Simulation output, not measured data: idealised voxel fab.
Process module, titled voxel lift off
Section cut is 165 nm wide and gridded with 5 nm square cells.
The cross-sections in this document take the form of a grid made of square cells. They are written out as bands, in order from top to bottom. Each band consists of one or more rows of cells.
Band: top height; bottom height; in nm. Then, left to right: material with width in nm, for each material. "everywhere": a single material spanning edge to edge. "empty": empty space.
Height datum 0, below which the as-received substrate wafer is one material. Lowest band open at the bottom, running downward: "from 0 down".
Graded width ("30..40"): value in top row of band = first number; value in bottom row = second number; row-to-row change constant.
It should be understood that the words "nothing changed", when stated for a given step, signify that the cross-section underwent no change in any of its cells during that step.
Enclosed voids (no open way to top), threshold 8 cells or more, entry "Closed void inventory", notation width x height at distance, distance from left edge, nm.
Past the settings on a step's line: simulator remark, on that step.
A step's line can hold "overlay nm"; with a mask on that step, the setting says how far right of the planned place the mask lay, while a negative setting says it lay to the left.
Steps in the process plan
1) RECEIVE with material Si
2) CONFORMAL_DEP with material SiO2, thk nm 10
3) PATTERN with tone open, mask id LINES, material resist, width nm 15, pitch nm 30, thk nm 25, overlay nm 0
4) DIRECTIONAL_DEP with material Ru, thk nm 15
5) STRIP with etch materials resist
6) CONFORMAL_DEP with material SiO2, thk nm 5
Cross-section of the wafer as it came to us, i.e., already through step 1
* from 0 down  Si everywhere
* Closed void inventory: none
One mistake in running the module, otherwise start and plan as above: cross-section at the end
* from 30 to 15  empty=25 / Ru=25 / empty=5 / Ru=25 / empty=5 / Ru=25 / empty=5 / Ru=25 / empty=25
* from 15 to 10  Ru everywhere
* from 10 to 0  SiO2 everywhere
* from 0 down  Si everywhere
* Closed void inventory: none
What was the processing mistake? step 6 was not run as planned; what actually ran was CONFORMAL_DEP with material Ru, thk nm 5
